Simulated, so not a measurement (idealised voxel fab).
Process module in this document: voxel wiring stack
Cross-section cut spans 215 nm and uses square cells 5 nm in size.
When this document writes out a cross-section, it uses a grid of square cells and lists it as bands, beginning at the top and moving down, with a band standing for one or more rows of cells. Each band's line starts with the height of the band's top and of its bottom, in nm. Then come its materials from left to right, each with its width in nm. One material with "edge to edge" fills the band from edge to edge. "air" is empty space. Height reference: 0 = level under which incoming wafer is all one material. Lowest band: no bottom, runs on downward, e.g. "0..down". So if you see something like "30->40" for the width, read it as the top row of the band sitting at the first number and the bottom row at the second, with every row in between moving by the same amount as the last. Given "no modifications" for a step, no cell of the cross-section differs between before and after that step. You'll see "Voids, enclosed" listing empty spaces that have no way open to the top, as long as they're 8 cells or more; the notation is width x height at distance, where the distance is from the left edge, and all of it is in nm. Note: text after step settings on the step line = simulator remark on that step. overlay nm: for a step with a mask, the amount by which the mask lay right of where it was planned; a negative amount means left of it. Read the rest as pairs. Take the cross-section before one process step, then the cross-section after it, which shows only down to the lowest band that changed. Under the pair, find the step between them and its settings. Bear in mind that pairs may come from different runs of this module on the same starting wafer: link a pair to the pair above it only where its entry headed "Incoming profile" says to.
Incoming profile:
0..down = Si edge to edge
Voids, enclosed: none
Resulting Cross-Section:
15..0 = SiO2 edge to edge
For the remainder of the cross-section, below 0, there is no change.
Voids, enclosed: none
Step between the pre-process and post-process cross-sections given above: CONFORMAL_DEP, material SiO2, thk nm 15
Incoming profile: The initial state for this step is given by the after cross-section of the immediately preceding pair.
Resulting Cross-Section:
20..15 = TiN edge to edge
For the remainder of the cross-section, below 15, there is no change.
Voids, enclosed: none
Step between the pre-process and post-process cross-sections given above: DIRECTIONAL_DEP, material TiN, thk nm 5
Incoming profile: The initial state for this step is given by the after cross-section of the immediately preceding pair.
Resulting Cross-Section:
45..20 = W edge to edge
For the remainder of the cross-section, below 20, there is no change.
Voids, enclosed: none
Step between the pre-process and post-process cross-sections given above: DIRECTIONAL_DEP, material W, thk nm 25
Incoming profile: The initial state for this step is given by the after cross-section of the immediately preceding pair.
Resulting Cross-Section:
60..45 = air 35  resist 25  air 15  resist 25  air 15  resist 25  air 15  resist 25  air 35
For the remainder of the cross-section, below 45, there is no change.
Voids, enclosed: none
Step between the pre-process and post-process cross-sections given above: PATTERN, tone cover, mask id METAL_1, material resist, width nm 25, pitch nm 40, thk nm 15, overlay nm 0
Incoming profile: The initial state for this step is given by the after cross-section of the immediately preceding pair.
Resulting Cross-Section:
60..45 = air 35  resist 25  air 15  resist 25  air 15  resist 25  air 15  resist 25  air 35
45..20 = air 35  W 25  air 15  W 25  air 15  W 25  air 15  W 25  air 35
For the remainder of the cross-section, below 20, there is no change.
Voids, enclosed: none
Step between the pre-process and post-process cross-sections given above: DIRECTIONAL_ETCH, etch materials W, depth nm 25
Incoming profile: The initial state for this step is given by the after cross-section of the immediately preceding pair.
Resulting Cross-Section:
60..45 = air 35  resist 25  air 15  resist 25  air 15  resist 25  air 15  resist 25  air 35
45..20 = air 35  W 25  air 15  W 25  air 15  W 25  air 15  W 25  air 35
20..15 = air 35  TiN 25  air 15  TiN 25  air 15  TiN 25  air 15  TiN 25  air 35
For the remainder of the cross-section, below 15, there is no change.
Voids, enclosed: none
Step between the pre-process and post-process cross-sections given above: DIRECTIONAL_ETCH, etch materials TiN, depth nm 5
Incoming profile: The initial state for this step is given by the after cross-section of the immediately preceding pair.
Resulting Cross-Section:
45..20 = air 35  W 25  air 15  W 25  air 15  W 25  air 15  W 25  air 35
For the remainder of the cross-section, below 20, there is no change.
Voids, enclosed: none
Step between the pre-process and post-process cross-sections given above: STRIP, etch materials resist
Incoming profile: The initial state for this step is given by the after cross-section of the immediately preceding pair.
Resulting Cross-Section:
55..45 = lowk edge to edge
45..20 = lowk 35  W 25  lowk 15  W 25  lowk 15  W 25  lowk 15  W 25  lowk 35
20..15 = lowk 35  TiN 25  lowk 15  TiN 25  lowk 15  TiN 25  lowk 15  TiN 25  lowk 35
For the remainder of the cross-section, below 15, there is no change.
Voids, enclosed: none
Step between the pre-process and post-process cross-sections given above: FILL_DEP, material lowk, thk nm 10
Incoming profile: The initial state for this step is given by the after cross-section of the immediately preceding pair.
Resulting Cross-Section:
45..20 = lowk 35  W 25  lowk 15  W 25  lowk 15  W 25  lowk 15  W 25  lowk 35
For the remainder of the cross-section, below 20, there is no change.
Voids, enclosed: none
Step between the pre-process and post-process cross-sections given above: CMP, height nm 45
Incoming profile: The initial state for this step is given by the after cross-section of the immediately preceding pair.
Resulting Cross-Section:
50..45 = SiCN edge to edge
For the remainder of the cross-section, below 45, there is no change.
Voids, enclosed: none
Step between the pre-process and post-process cross-sections given above: CONFORMAL_DEP, material SiCN, thk nm 5
Incoming profile: The initial state for this step is given by the after cross-section of the immediately preceding pair.
Resulting Cross-Section:
80..50 = SiO2 edge to edge
For the remainder of the cross-section, below 50, there is no change.
Voids, enclosed: none
Step between the pre-process and post-process cross-sections given above: DIRECTIONAL_DEP, material SiO2, thk nm 30
Incoming profile: The initial state for this step is given by the after cross-section of the immediately preceding pair.
Resulting Cross-Section:
90..80 = aC edge to edge
For the remainder of the cross-section, below 80, there is no change.
Voids, enclosed: none
Step between the pre-process and post-process cross-sections given above: DIRECTIONAL_DEP, material aC, thk nm 10
Incoming profile: The initial state for this step is given by the after cross-section of the immediately preceding pair.
Resulting Cross-Section:
115..90 = resist 35  air 25  resist 15  air 25  resist 15  air 25  resist 15  air 25  resist 35
For the remainder of the cross-section, below 90, there is no change.
Voids, enclosed: none
Step between the pre-process and post-process cross-sections given above: PATTERN, tone open, mask id METAL_2, material resist, width nm 25, pitch nm 40, thk nm 25, overlay nm 0
Incoming profile: The initial state for this step is given by the after cross-section of the immediately preceding pair.
Resulting Cross-Section:
105..90 = resist 35  air 25  resist 15  air 25  resist 15  air 25  resist 15  air 25  resist 35
90..80 = aC 35  air 25  aC 15  air 25  aC 15  air 25  aC 15  air 25  aC 35
For the remainder of the cross-section, below 80, there is no change.
Voids, enclosed: none
Step between the pre-process and post-process cross-sections given above: DIRECTIONAL_ETCH, etch materials aC, depth nm 10
Incoming profile: The initial state for this step is given by the after cross-section of the immediately preceding pair.
Resulting Cross-Section:
90..80 = aC 35  air 25  aC 15  air 25  aC 15  air 25  aC 15  air 25  aC 35
For the remainder of the cross-section, below 80, there is no change.
Voids, enclosed: none
Step between the pre-process and post-process cross-sections given above: STRIP, etch materials resist
Incoming profile: The initial state for this step is given by the after cross-section of the immediately preceding pair.
Resulting Cross-Section:
90..80 = aC 35  air 25  aC 15  air 25  aC 15  air 25  aC 15  air 25  aC 35
80..65 = SiO2 35  air 25  SiO2 15  air 25  SiO2 15  air 25  SiO2 15  air 25  SiO2 35
For the remainder of the cross-section, below 65, there is no change.
Voids, enclosed: none
Step between the pre-process and post-process cross-sections given above: DIRECTIONAL_ETCH, etch materials SiO2, depth nm 15
Incoming profile: The initial state for this step is given by the after cross-section of the immediately preceding pair.
Resulting Cross-Section:
80..65 = SiO2 35  air 25  SiO2 15  air 25  SiO2 15  air 25  SiO2 15  air 25  SiO2 35
For the remainder of the cross-section, below 65, there is no change.
Voids, enclosed: none
Step between the pre-process and post-process cross-sections given above: STRIP, etch materials aC
Incoming profile: The initial state for this step is given by the after cross-section of the immediately preceding pair.
Resulting Cross-Section:
80..65 = SiO2 35  air 25  SiO2 15  air 25  SiO2 15  air 25  SiO2 15  air 25  SiO2 35
65..50 = SiO2 35  air 15  SiO2 25  air 15  SiO2 25  air 15  SiO2 25  air 15  SiO2 45
For the remainder of the cross-section, below 50, there is no change.
Voids, enclosed: none
Step between the pre-process and post-process cross-sections given above: MASKED_ETCH, tone open, mask id METAL_2_HOLES, width nm 15, pitch nm 40, etch materials SiO2, depth nm 15, overlay nm 0
Incoming profile: The initial state for this step is given by the after cross-section of the immediately preceding pair.
Resulting Cross-Section:
80..65 = SiO2 35  air 25  SiO2 15  air 25  SiO2 15  air 25  SiO2 15  air 25  SiO2 35
65..50 = SiO2 35  air 15  SiO2 25  air 15  SiO2 25  air 15  SiO2 25  air 15  SiO2 45
50..45 = SiCN 35  air 15  SiCN 25  air 15  SiCN 25  air 15  SiCN 25  air 15  SiCN 45
For the remainder of the cross-section, below 45, there is no change.
Voids, enclosed: none
Step between the pre-process and post-process cross-sections given above: MASKED_ETCH, tone open, mask id METAL_2_HOLES, width nm 15, pitch nm 40, etch materials SiCN, depth nm 5, overlay nm 0
Incoming profile: The initial state for this step is given by the after cross-section of the immediately preceding pair.
Resulting Cross-Section:
85..80 = TiN 40  air 15  TiN 25  air 15  TiN 25  air 15  TiN 25  air 15  TiN 40
80..70 = SiO2 35  TiN 5  air 15  TiN 5  SiO2 15  TiN 5  air 15  TiN 5  SiO2 15  TiN 5  air 15  TiN 5  SiO2 15  TiN 5  air 15  TiN 5  SiO2 35
70..65 = SiO2 35  TiN 5  air 5  TiN 15  SiO2 15  TiN 5  air 5  TiN 15  SiO2 15  TiN 5  air 5  TiN 15  SiO2 15  TiN 5  air 5  TiN 15  SiO2 35
65..50 = SiO2 35  TiN 5  air 5  TiN 5  SiO2 25  TiN 5  air 5  TiN 5  SiO2 25  TiN 5  air 5  TiN 5  SiO2 25  TiN 5  air 5  TiN 5  SiO2 45
50..45 = SiCN 35  TiN 15  SiCN 25  TiN 15  SiCN 25  TiN 15  SiCN 25  TiN 15  SiCN 45
For the remainder of the cross-section, below 45, there is no change.
Voids, enclosed: none
Step between the pre-process and post-process cross-sections given above: CONFORMAL_DEP, material TiN, thk nm 5
Incoming profile: The initial state for this step is given by the after cross-section of the immediately preceding pair.
Resulting Cross-Section:
95..85 = Cu edge to edge
85..80 = TiN 40  Cu 15  TiN 25  Cu 15  TiN 25  Cu 15  TiN 25  Cu 15  TiN 40
80..70 = SiO2 35  TiN 5  Cu 15  TiN 5  SiO2 15  TiN 5  Cu 15  TiN 5  SiO2 15  TiN 5  Cu 15  TiN 5  SiO2 15  TiN 5  Cu 15  TiN 5  SiO2 35
70..65 = SiO2 35  TiN 5  Cu 5  TiN 15  SiO2 15  TiN 5  Cu 5  TiN 15  SiO2 15  TiN 5  Cu 5  TiN 15  SiO2 15  TiN 5  Cu 5  TiN 15  SiO2 35
65..50 = SiO2 35  TiN 5  Cu 5  TiN 5  SiO2 25  TiN 5  Cu 5  TiN 5  SiO2 25  TiN 5  Cu 5  TiN 5  SiO2 25  TiN 5  Cu 5  TiN 5  SiO2 45
For the remainder of the cross-section, below 50, there is no change.
Voids, enclosed: none
Step between the pre-process and post-process cross-sections given above: FILL_DEP, material Cu, thk nm 10
Incoming profile: The initial state for this step is given by the after cross-section of the immediately preceding pair.
Resulting Cross-Section:
80..70 = SiO2 35  TiN 5  Cu 15  TiN 5  SiO2 15  TiN 5  Cu 15  TiN 5  SiO2 15  TiN 5  Cu 15  TiN 5  SiO2 15  TiN 5  Cu 15  TiN 5  SiO2 35
For the remainder of the cross-section, below 70, there is no change.
Voids, enclosed: none
Step between the pre-process and post-process cross-sections given above: CMP, height nm 80
Incoming profile: The initial state for this step is given by the after cross-section of the immediately preceding pair.
Resulting Cross-Section:
85..80 = SiN edge to edge
For the remainder of the cross-section, below 80, there is no change.
Voids, enclosed: none
Step between the pre-process and post-process cross-sections given above: CONFORMAL_DEP, material SiN, thk nm 5
Incoming profile:
15..0 = SiO2 edge to edge
0..down = Si edge to edge
Voids, enclosed: none
Resulting Cross-Section:
40..15 = W edge to edge
For the remainder of the cross-section, below 15, there is no change.
Voids, enclosed: none
Step between the pre-process and post-process cross-sections given above: DIRECTIONAL_DEP, material W, thk nm 25
Incoming profile: The initial state for this step is given by the after cross-section of the immediately preceding pair.
Resulting Cross-Section:
55..40 = air 35  resist 25  air 15  resist 25  air 15  resist 25  air 15  resist 25  air 35
For the remainder of the cross-section, below 40, there is no change.
Voids, enclosed: none
Step between the pre-process and post-process cross-sections given above: PATTERN, tone cover, mask id METAL_1, material resist, width nm 25, pitch nm 40, thk nm 15, overlay nm 0
Incoming profile: The initial state for this step is given by the after cross-section of the immediately preceding pair.
Resulting Cross-Section:
55..40 = air 35  resist 25  air 15  resist 25  air 15  resist 25  air 15  resist 25  air 35
40..15 = air 35  W 25  air 15  W 25  air 15  W 25  air 15  W 25  air 35
For the remainder of the cross-section, below 15, there is no change.
Voids, enclosed: none
Step between the pre-process and post-process cross-sections given above: DIRECTIONAL_ETCH, etch materials W, depth nm 25
Incoming profile: The initial state for this step is given by the after cross-section of the immediately preceding pair.
Resulting Cross-Section:
40..15 = air 35  W 25  air 15  W 25  air 15  W 25  air 15  W 25  air 35
For the remainder of the cross-section, below 15, there is no change.
Voids, enclosed: none
Step between the pre-process and post-process cross-sections given above: STRIP, etch materials resist
Incoming profile: The initial state for this step is given by the after cross-section of the immediately preceding pair.
Resulting Cross-Section:
50..40 = lowk edge to edge
40..15 = lowk 35  W 25  lowk 15  W 25  lowk 15  W 25  lowk 15  W 25  lowk 35
For the remainder of the cross-section, below 15, there is no change.
Voids, enclosed: none
Step between the pre-process and post-process cross-sections given above: FILL_DEP, material lowk, thk nm 10
Incoming profile: The initial state for this step is given by the after cross-section of the immediately preceding pair.
Resulting Cross-Section:
45..40 = lowk edge to edge
For the remainder of the cross-section, below 40, there is no change.
Voids, enclosed: none
Step between the pre-process and post-process cross-sections given above: CMP, height nm 45
Incoming profile: The initial state for this step is given by the after cross-section of the immediately preceding pair.
Resulting Cross-Section:
50..45 = SiCN edge to edge
For the remainder of the cross-section, below 45, there is no change.
Voids, enclosed: none
Step between the pre-process and post-process cross-sections given above: CONFORMAL_DEP, material SiCN, thk nm 5
Incoming profile: The initial state for this step is given by the after cross-section of the immediately preceding pair.
Resulting Cross-Section:
80..50 = SiO2 edge to edge
For the remainder of the cross-section, below 50, there is no change.
Voids, enclosed: none
Step between the pre-process and post-process cross-sections given above: DIRECTIONAL_DEP, material SiO2, thk nm 30
Incoming profile: The initial state for this step is given by the after cross-section of the immediately preceding pair.
Resulting Cross-Section:
90..80 = aC edge to edge
For the remainder of the cross-section, below 80, there is no change.
Voids, enclosed: none
Step between the pre-process and post-process cross-sections given above: DIRECTIONAL_DEP, material aC, thk nm 10
Incoming profile: The initial state for this step is given by the after cross-section of the immediately preceding pair.
Resulting Cross-Section:
115..90 = resist 35  air 25  resist 15  air 25  resist 15  air 25  resist 15  air 25  resist 35
For the remainder of the cross-section, below 90, there is no change.
Voids, enclosed: none
Step between the pre-process and post-process cross-sections given above: PATTERN, tone open, mask id METAL_2, material resist, width nm 25, pitch nm 40, thk nm 25, overlay nm 0
Incoming profile: The initial state for this step is given by the after cross-section of the immediately preceding pair.
Resulting Cross-Section:
105..90 = resist 35  air 25  resist 15  air 25  resist 15  air 25  resist 15  air 25  resist 35
90..80 = aC 35  air 25  aC 15  air 25  aC 15  air 25  aC 15  air 25  aC 35
For the remainder of the cross-section, below 80, there is no change.
Voids, enclosed: none
Step between the pre-process and post-process cross-sections given above: DIRECTIONAL_ETCH, etch materials aC, depth nm 10
Incoming profile: The initial state for this step is given by the after cross-section of the immediately preceding pair.
Resulting Cross-Section:
90..80 = aC 35  air 25  aC 15  air 25  aC 15  air 25  aC 15  air 25  aC 35
For the remainder of the cross-section, below 80, there is no change.
Voids, enclosed: none
Step between the pre-process and post-process cross-sections given above: STRIP, etch materials resist
Incoming profile: The initial state for this step is given by the after cross-section of the immediately preceding pair.
Resulting Cross-Section:
90..80 = aC 35  air 25  aC 15  air 25  aC 15  air 25  aC 15  air 25  aC 35
80..65 = SiO2 35  air 25  SiO2 15  air 25  SiO2 15  air 25  SiO2 15  air 25  SiO2 35
For the remainder of the cross-section, below 65, there is no change.
Voids, enclosed: none
Step between the pre-process and post-process cross-sections given above: DIRECTIONAL_ETCH, etch materials SiO2, depth nm 15
Incoming profile: The initial state for this step is given by the after cross-section of the immediately preceding pair.
Resulting Cross-Section:
80..65 = SiO2 35  air 25  SiO2 15  air 25  SiO2 15  air 25  SiO2 15  air 25  SiO2 35
For the remainder of the cross-section, below 65, there is no change.
Voids, enclosed: none
Step between the pre-process and post-process cross-sections given above: STRIP, etch materials aC
Incoming profile: The initial state for this step is given by the after cross-section of the immediately preceding pair.
Resulting Cross-Section:
80..65 = SiO2 35  air 25  SiO2 15  air 25  SiO2 15  air 25  SiO2 15  air 25  SiO2 35
65..50 = SiO2 35  air 15  SiO2 25  air 15  SiO2 25  air 15  SiO2 25  air 15  SiO2 45
For the remainder of the cross-section, below 50, there is no change.
Voids, enclosed: none
Step between the pre-process and post-process cross-sections given above: MASKED_ETCH, tone open, mask id METAL_2_HOLES, width nm 15, pitch nm 40, etch materials SiO2, depth nm 15, overlay nm 0
Incoming profile: The initial state for this step is given by the after cross-section of the immediately preceding pair.
Resulting Cross-Section:
80..65 = SiO2 35  air 25  SiO2 15  air 25  SiO2 15  air 25  SiO2 15  air 25  SiO2 35
65..50 = SiO2 35  air 15  SiO2 25  air 15  SiO2 25  air 15  SiO2 25  air 15  SiO2 45
50..45 = SiCN 35  air 15  SiCN 25  air 15  SiCN 25  air 15  SiCN 25  air 15  SiCN 45
For the remainder of the cross-section, below 45, there is no change.
Voids, enclosed: none
Step between the pre-process and post-process cross-sections given above: MASKED_ETCH, tone open, mask id METAL_2_HOLES, width nm 15, pitch nm 40, etch materials SiCN, depth nm 5, overlay nm 0
Incoming profile: The initial state for this step is given by the after cross-section of the immediately preceding pair.
Resulting Cross-Section:
85..80 = TiN 40  air 15  TiN 25  air 15  TiN 25  air 15  TiN 25  air 15  TiN 40
80..70 = SiO2 35  TiN 5  air 15  TiN 5  SiO2 15  TiN 5  air 15  TiN 5  SiO2 15  TiN 5  air 15  TiN 5  SiO2 15  TiN 5  air 15  TiN 5  SiO2 35
70..65 = SiO2 35  TiN 5  air 5  TiN 15  SiO2 15  TiN 5  air 5  TiN 15  SiO2 15  TiN 5  air 5  TiN 15  SiO2 15  TiN 5  air 5  TiN 15  SiO2 35
65..50 = SiO2 35  TiN 5  air 5  TiN 5  SiO2 25  TiN 5  air 5  TiN 5  SiO2 25  TiN 5  air 5  TiN 5  SiO2 25  TiN 5  air 5  TiN 5  SiO2 45
50..45 = SiCN 35  TiN 15  SiCN 25  TiN 15  SiCN 25  TiN 15  SiCN 25  TiN 15  SiCN 45
For the remainder of the cross-section, below 45, there is no change.
Voids, enclosed: none
Step between the pre-process and post-process cross-sections given above: CONFORMAL_DEP, material TiN, thk nm 5
Incoming profile: The initial state for this step is given by the after cross-section of the immediately preceding pair.
Resulting Cross-Section:
95..85 = Cu edge to edge
85..80 = TiN 40  Cu 15  TiN 25  Cu 15  TiN 25  Cu 15  TiN 25  Cu 15  TiN 40
80..70 = SiO2 35  TiN 5  Cu 15  TiN 5  SiO2 15  TiN 5  Cu 15  TiN 5  SiO2 15  TiN 5  Cu 15  TiN 5  SiO2 15  TiN 5  Cu 15  TiN 5  SiO2 35
70..65 = SiO2 35  TiN 5  Cu 5  TiN 15  SiO2 15  TiN 5  Cu 5  TiN 15  SiO2 15  TiN 5  Cu 5  TiN 15  SiO2 15  TiN 5  Cu 5  TiN 15  SiO2 35
65..50 = SiO2 35  TiN 5  Cu 5  TiN 5  SiO2 25  TiN 5  Cu 5  TiN 5  SiO2 25  TiN 5  Cu 5  TiN 5  SiO2 25  TiN 5  Cu 5  TiN 5  SiO2 45
For the remainder of the cross-section, below 50, there is no change.
Voids, enclosed: none
Step between the pre-process and post-process cross-sections given above: FILL_DEP, material Cu, thk nm 10
Incoming profile: The initial state for this step is given by the after cross-section of the immediately preceding pair.
Resulting Cross-Section:
80..70 = SiO2 35  TiN 5  Cu 15  TiN 5  SiO2 15  TiN 5  Cu 15  TiN 5  SiO2 15  TiN 5  Cu 15  TiN 5  SiO2 15  TiN 5  Cu 15  TiN 5  SiO2 35
For the remainder of the cross-section, below 70, there is no change.
Voids, enclosed: none
Step between the pre-process and post-process cross-sections given above: CMP, height nm 80
Incoming profile: The initial state for this step is given by the after cross-section of the immediately preceding pair.
Resulting Cross-Section:
85..80 = SiN edge to edge
For the remainder of the cross-section, below 80, there is no change.
Voids, enclosed: none
Step between the pre-process and post-process cross-sections given above: CONFORMAL_DEP, material SiN, thk nm 5
Incoming profile:
90..80 = aC 35  air 25  aC 15  air 25  aC 15  air 25  aC 15  air 25  aC 35
80..65 = SiO2 35  air 25  SiO2 15  air 25  SiO2 15  air 25  SiO2 15  air 25  SiO2 35
65..50 = SiO2 edge to edge
50..45 = SiCN edge to edge
45..20 = lowk 35  W 25  lowk 15  W 25  lowk 15  W 25  lowk 15  W 25  lowk 35
20..15 = lowk 35  TiN 25  lowk 15  TiN 25  lowk 15  TiN 25  lowk 15  TiN 25  lowk 35
15..0 = SiO2 edge to edge
0..down = Si edge to edge
Voids, enclosed: none
Resulting Cross-Section:
90..80 = aC 35  air 25  aC 15  air 25  aC 15  air 25  aC 15  air 25  aC 35
80..50 = SiO2 35  air 25  SiO2 15  air 25  SiO2 15  air 25  SiO2 15  air 25  SiO2 35
For the remainder of the cross-section, below 50, there is no change.
Voids, enclosed: none
Step between the pre-process and post-process cross-sections given above: DIRECTIONAL_ETCH, etch materials SiO2, depth nm 15
Incoming profile: The initial state for this step is given by the after cross-section of the immediately preceding pair.
Resulting Cross-Section:
80..50 = SiO2 35  air 25  SiO2 15  air 25  SiO2 15  air 25  SiO2 15  air 25  SiO2 35
For the remainder of the cross-section, below 50, there is no change.
Voids, enclosed: none
Step between the pre-process and post-process cross-sections given above: STRIP, etch materials aC
Incoming profile: The initial state for this step is given by the after cross-section of the immediately preceding pair.
Resulting Cross-Section:
80..50 = SiO2 35  air 25  SiO2 15  air 25  SiO2 15  air 25  SiO2 15  air 25  SiO2 35
50..45 = SiCN 35  air 15  SiCN 25  air 15  SiCN 25  air 15  SiCN 25  air 15  SiCN 45
For the remainder of the cross-section, below 45, there is no change.
Voids, enclosed: none
Step between the pre-process and post-process cross-sections given above: MASKED_ETCH, tone open, mask id METAL_2_HOLES, width nm 15, pitch nm 40, etch materials SiCN, depth nm 5, overlay nm 0
Incoming profile: The initial state for this step is given by the after cross-section of the immediately preceding pair.
Resulting Cross-Section:
85..80 = TiN 40  air 15  TiN 25  air 15  TiN 25  air 15  TiN 25  air 15  TiN 40
80..55 = SiO2 35  TiN 5  air 15  TiN 5  SiO2 15  TiN 5  air 15  TiN 5  SiO2 15  TiN 5  air 15  TiN 5  SiO2 15  TiN 5  air 15  TiN 5  SiO2 35
55..50 = SiO2 35  TiN 5  air 5  TiN 15  SiO2 15  TiN 5  air 5  TiN 15  SiO2 15  TiN 5  air 5  TiN 15  SiO2 15  TiN 5  air 5  TiN 15  SiO2 35
50..45 = SiCN 35  TiN 15  SiCN 25  TiN 15  SiCN 25  TiN 15  SiCN 25  TiN 15  SiCN 45
For the remainder of the cross-section, below 45, there is no change.
Voids, enclosed: none
Step between the pre-process and post-process cross-sections given above: CONFORMAL_DEP, material TiN, thk nm 5
Incoming profile: The initial state for this step is given by the after cross-section of the immediately preceding pair.
Resulting Cross-Section:
95..85 = Cu edge to edge
85..80 = TiN 40  Cu 15  TiN 25  Cu 15  TiN 25  Cu 15  TiN 25  Cu 15  TiN 40
80..55 = SiO2 35  TiN 5  Cu 15  TiN 5  SiO2 15  TiN 5  Cu 15  TiN 5  SiO2 15  TiN 5  Cu 15  TiN 5  SiO2 15  TiN 5  Cu 15  TiN 5  SiO2 35
55..50 = SiO2 35  TiN 5  Cu 5  TiN 15  SiO2 15  TiN 5  Cu 5  TiN 15  SiO2 15  TiN 5  Cu 5  TiN 15  SiO2 15  TiN 5  Cu 5  TiN 15  SiO2 35
For the remainder of the cross-section, below 50, there is no change.
Voids, enclosed: none
Step between the pre-process and post-process cross-sections given above: FILL_DEP, material Cu, thk nm 10
Incoming profile: The initial state for this step is given by the after cross-section of the immediately preceding pair.
Resulting Cross-Section:
80..55 = SiO2 35  TiN 5  Cu 15  TiN 5  SiO2 15  TiN 5  Cu 15  TiN 5  SiO2 15  TiN 5  Cu 15  TiN 5  SiO2 15  TiN 5  Cu 15  TiN 5  SiO2 35
For the remainder of the cross-section, below 55, there is no change.
Voids, enclosed: none
Step between the pre-process and post-process cross-sections given above: CMP, height nm 80
Incoming profile: The initial state for this step is given by the after cross-section of the immediately preceding pair.
Resulting Cross-Section:
85..80 = SiN edge to edge
For the remainder of the cross-section, below 80, there is no change.
Voids, enclosed: none
Step between the pre-process and post-process cross-sections given above: CONFORMAL_DEP, material SiN, thk nm 5
Incoming profile:
0..down = Si edge to edge
Voids, enclosed: none
Resulting Cross-Section:
5..0 = TiN edge to edge
For the remainder of the cross-section, below 0, there is no change.
Voids, enclosed: none
Step between the pre-process and post-process cross-sections given above: DIRECTIONAL_DEP, material TiN, thk nm 5
Incoming profile: The initial state for this step is given by the after cross-section of the immediately preceding pair.
Resulting Cross-Section:
20..5 = SiO2 edge to edge
For the remainder of the cross-section, below 5, there is no change.
Voids, enclosed: none
Step between the pre-process and post-process cross-sections given above: CONFORMAL_DEP, material SiO2, thk nm 15
Incoming profile: The initial state for this step is given by the after cross-section of the immediately preceding pair.
Resulting Cross-Section:
45..20 = W edge to edge
For the remainder of the cross-section, below 20, there is no change.
Voids, enclosed: none
Step between the pre-process and post-process cross-sections given above: DIRECTIONAL_DEP, material W, thk nm 25
Incoming profile: The initial state for this step is given by the after cross-section of the immediately preceding pair.
Resulting Cross-Section:
60..45 = air 35  resist 25  air 15  resist 25  air 15  resist 25  air 15  resist 25  air 35
For the remainder of the cross-section, below 45, there is no change.
Voids, enclosed: none
Step between the pre-process and post-process cross-sections given above: PATTERN, tone cover, mask id METAL_1, material resist, width nm 25, pitch nm 40, thk nm 15, overlay nm 0
Incoming profile: The initial state for this step is given by the after cross-section of the immediately preceding pair.
Resulting Cross-Section:
60..45 = air 35  resist 25  air 15  resist 25  air 15  resist 25  air 15  resist 25  air 35
45..20 = air 35  W 25  air 15  W 25  air 15  W 25  air 15  W 25  air 35
For the remainder of the cross-section, below 20, there is no change.
Voids, enclosed: none
Step between the pre-process and post-process cross-sections given above: DIRECTIONAL_ETCH, etch materials W, depth nm 25
Incoming profile: The initial state for this step is given by the after cross-section of the immediately preceding pair.
Resulting Cross-Section:
45..20 = air 35  W 25  air 15  W 25  air 15  W 25  air 15  W 25  air 35
For the remainder of the cross-section, below 20, there is no change.
Voids, enclosed: none
Step between the pre-process and post-process cross-sections given above: STRIP, etch materials resist
Incoming profile: The initial state for this step is given by the after cross-section of the immediately preceding pair.
Resulting Cross-Section:
55..45 = lowk edge to edge
45..20 = lowk 35  W 25  lowk 15  W 25  lowk 15  W 25  lowk 15  W 25  lowk 35
For the remainder of the cross-section, below 20, there is no change.
Voids, enclosed: none
Step between the pre-process and post-process cross-sections given above: FILL_DEP, material lowk, thk nm 10
Incoming profile: The initial state for this step is given by the after cross-section of the immediately preceding pair.
Resulting Cross-Section:
45..20 = lowk 35  W 25  lowk 15  W 25  lowk 15  W 25  lowk 15  W 25  lowk 35
For the remainder of the cross-section, below 20, there is no change.
Voids, enclosed: none
Step between the pre-process and post-process cross-sections given above: CMP, height nm 45
Incoming profile: The initial state for this step is given by the after cross-section of the immediately preceding pair.
Resulting Cross-Section:
50..45 = SiCN edge to edge
For the remainder of the cross-section, below 45, there is no change.
Voids, enclosed: none
Step between the pre-process and post-process cross-sections given above: CONFORMAL_DEP, material SiCN, thk nm 5
Incoming profile: The initial state for this step is given by the after cross-section of the immediately preceding pair.
Resulting Cross-Section:
80..50 = SiO2 edge to edge
For the remainder of the cross-section, below 50, there is no change.
Voids, enclosed: none
Step between the pre-process and post-process cross-sections given above: DIRECTIONAL_DEP, material SiO2, thk nm 30
Incoming profile: The initial state for this step is given by the after cross-section of the immediately preceding pair.
Resulting Cross-Section:
90..80 = aC edge to edge
For the remainder of the cross-section, below 80, there is no change.
Voids, enclosed: none
Step between the pre-process and post-process cross-sections given above: DIRECTIONAL_DEP, material aC, thk nm 10
Incoming profile: The initial state for this step is given by the after cross-section of the immediately preceding pair.
Resulting Cross-Section:
115..90 = resist 35  air 25  resist 15  air 25  resist 15  air 25  resist 15  air 25  resist 35
For the remainder of the cross-section, below 90, there is no change.
Voids, enclosed: none
Step between the pre-process and post-process cross-sections given above: PATTERN, tone open, mask id METAL_2, material resist, width nm 25, pitch nm 40, thk nm 25, overlay nm 0
Incoming profile: The initial state for this step is given by the after cross-section of the immediately preceding pair.
Resulting Cross-Section:
105..90 = resist 35  air 25  resist 15  air 25  resist 15  air 25  resist 15  air 25  resist 35
90..80 = aC 35  air 25  aC 15  air 25  aC 15  air 25  aC 15  air 25  aC 35
For the remainder of the cross-section, below 80, there is no change.
Voids, enclosed: none
Step between the pre-process and post-process cross-sections given above: DIRECTIONAL_ETCH, etch materials aC, depth nm 10
Incoming profile: The initial state for this step is given by the after cross-section of the immediately preceding pair.
Resulting Cross-Section:
90..80 = aC 35  air 25  aC 15  air 25  aC 15  air 25  aC 15  air 25  aC 35
For the remainder of the cross-section, below 80, there is no change.
Voids, enclosed: none
Step between the pre-process and post-process cross-sections given above: STRIP, etch materials resist
Incoming profile: The initial state for this step is given by the after cross-section of the immediately preceding pair.
Resulting Cross-Section:
90..80 = aC 35  air 25  aC 15  air 25  aC 15  air 25  aC 15  air 25  aC 35
80..65 = SiO2 35  air 25  SiO2 15  air 25  SiO2 15  air 25  SiO2 15  air 25  SiO2 35
For the remainder of the cross-section, below 65, there is no change.
Voids, enclosed: none
Step between the pre-process and post-process cross-sections given above: DIRECTIONAL_ETCH, etch materials SiO2, depth nm 15
Incoming profile: The initial state for this step is given by the after cross-section of the immediately preceding pair.
Resulting Cross-Section:
80..65 = SiO2 35  air 25  SiO2 15  air 25  SiO2 15  air 25  SiO2 15  air 25  SiO2 35
For the remainder of the cross-section, below 65, there is no change.
Voids, enclosed: none
Step between the pre-process and post-process cross-sections given above: STRIP, etch materials aC
